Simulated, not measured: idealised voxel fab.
process module | voxel capacitor over wiring
cross-section cut | 165 nm wide | cells 5 nm
A cross-section is a grid of square cells, given in bands from the top down. A band is one or more rows of cells.
Each band's line starts with the height of the band's top and of its bottom, in nm. Then come its materials from left to right, each with its width in nm. One material with "throughout" fills the band from edge to edge. "air" is empty space.
Height 0 is the level under which the wafer as received is all one material. The lowest band goes on downwards, as in "0 down".
A width such as "30 to 40" changes by the same amount from each row of cells to the next, from the band's top row to its bottom row.
"no change" after a step means that no cell of the cross-section changed.
closed voids: empty space of 8 cells or more with no open way to the top, each as width x height at its distance from the left edge, in nm
after a step's settings: what the simulator itself notes on the step
overlay nm, on a step with a mask: how far to the right of its planned place the mask lay; to the left if negative
plan
1 op RECEIVE | material Si
2 op CONFORMAL_DEP | material SiO2 | thk nm 15
3 op CONFORMAL_DEP | material SiN | thk nm 5
4 op DIRECTIONAL_DEP | material SiO2 | thk nm 25
5 op PATTERN | tone open | mask id METAL_1 | material resist | width nm 15 | pitch nm 75 | thk nm 20 | overlay nm 0
6 op DIRECTIONAL_ETCH | etch materials SiO2 | depth nm 25
7 op DIRECTIONAL_ETCH | etch materials SiN | depth nm 5
8 op STRIP | etch materials resist
9 op CONFORMAL_DEP | material TiN | thk nm 5
10 op FILL_DEP | material Ru | thk nm 5
11 op CMP | height nm 45
12 op EPI | material Ru | thk nm 5
13 op FILL_DEP | material SiCN | thk nm 5
14 op DIRECTIONAL_DEP | material SiO2 | thk nm 20
15 op MASKED_ETCH | tone open | mask id PLUG_1 | width nm 15 | etch materials SiO2 | depth nm 20 | overlay nm 0
16 op MASKED_ETCH | tone open | mask id PLUG_1 | width nm 15 | etch materials SiCN | depth nm 5 | overlay nm 0
17 op EPI | material Ru | thk nm 10
18 op EPI | material Ru | thk nm 10
19 op EPI | material Ru | thk nm 5
20 op DIRECTIONAL_DEP | material TiN | thk nm 5
21 op DIRECTIONAL_DEP | material SiN | thk nm 5
22 op DIRECTIONAL_DEP | material TiN | thk nm 5
23 op DIRECTIONAL_DEP | material aC | thk nm 15
24 op PATTERN | tone cover | mask id UPPER_PLATE | material resist | width nm 60 | thk nm 30 | overlay nm 0
25 op DIRECTIONAL_ETCH | etch materials aC | depth nm 15
26 op STRIP | etch materials resist
27 op DIRECTIONAL_ETCH | etch materials TiN | depth nm 5
28 op DIRECTIONAL_ETCH | etch materials SiN | depth nm 5
29 op STRIP | etch materials aC
30 op MASKED_ETCH | tone cover | mask id LOWER_PLATE | width nm 70 | etch materials TiN | depth nm 5 | overlay nm 0
31 op FILL_DEP | material SiO2 | thk nm 20
32 op CMP | height nm 105
33 op DIRECTIONAL_DEP | material aC | thk nm 15
34 op PATTERN | tone open | mask id PLUG_2 | material resist | width nm 15 | thk nm 35 | overlay nm 0
35 op DIRECTIONAL_ETCH | etch materials aC | depth nm 15
36 op STRIP | etch materials resist
37 op DIRECTIONAL_ETCH | etch materials SiO2 | depth nm 15
38 op STRIP | etch materials aC
39 op CONFORMAL_DEP | material TiN | thk nm 5
40 op FILL_DEP | material Ru | thk nm 5
41 op CMP | height nm 105
42 op CONFORMAL_DEP | material SiN | thk nm 5
varied across the wafers: width nm of step 5. The plan shows the first wafer's value. All wafers start alike
first wafer as received, after step 1
  0 down: Si throughout
  closed voids: none
first wafer at the end, after step 42
  110 to 105: SiN throughout
  105 to 95: SiO2 50 | TiN 5 | Ru 5 | TiN 5 | SiO2 100
  95 to 85: SiO2 50 to 40 | TiN 15 to 60 | SiO2 100 to 65
  85 to 80: SiO2 40 | SiN 60 | SiO2 65
  80 to 75: SiO2 35 | TiN 70 | SiO2 60
  75 to 55: SiO2 40 | Ru 15 | SiO2 110
  55 to 50: SiCN 40 | Ru 15 | SiCN 110
  50 to 45: SiCN 35 | Ru 25 | SiCN 50 | Ru 25 | SiCN 30
  45 to 20: SiO2 40 | TiN 5 | Ru 5 | TiN 5 | SiO2 60 | TiN 5 | Ru 5 | TiN 5 | SiO2 35
  20 to 15: SiN 40 | TiN 15 | SiN 60 | TiN 15 | SiN 35
  15 to 0: SiO2 throughout
  0 down: Si throughout
  closed voids: none
last wafer at the end
  110 to 105: SiN throughout
  105 to 95: SiO2 50 | TiN 5 | Ru 5 | TiN 5 | SiO2 100
  95 to 85: SiO2 50 to 40 | TiN 15 to 60 | SiO2 100 to 65
  85 to 80: SiO2 40 | SiN 60 | SiO2 65
  80 to 75: SiO2 35 | TiN 70 | SiO2 60
  75 to 55: SiO2 40 | Ru 15 | SiO2 110
  55 to 50: SiCN 40 | Ru 15 | SiCN 110
  50 to 45: SiCN 25 | Ru 45 | SiCN 30 | Ru 45 | SiCN 20
  45 to 20: SiO2 30 | TiN 5 | Ru 25 | TiN 5 | SiO2 40 | TiN 5 | Ru 25 | TiN 5 | SiO2 25
  20 to 15: SiN 30 | TiN 35 | SiN 40 | TiN 35 | SiN 25
  15 to 0: SiO2 throughout
  0 down: Si throughout
  closed voids: none
each wafer at the end: cells of each material gained (+) or lost (-) since it was received, then its closed voids
width nm 15 | +37 Ru | +53 SiCN | +72 SiN | +505 SiO2 | +59 TiN | closed voids: none
width nm 20 | +49 Ru | +51 SiCN | +70 SiN | +495 SiO2 | +61 TiN | closed voids: none
width nm 25 | +61 Ru | +49 SiCN | +68 SiN | +485 SiO2 | +63 TiN | closed voids: none
width nm 30 | +73 Ru | +47 SiCN | +66 SiN | +475 SiO2 | +65 TiN | closed voids: none
width nm 35 | +85 Ru | +45 SiCN | +64 SiN | +465 SiO2 | +67 TiN | closed voids: none
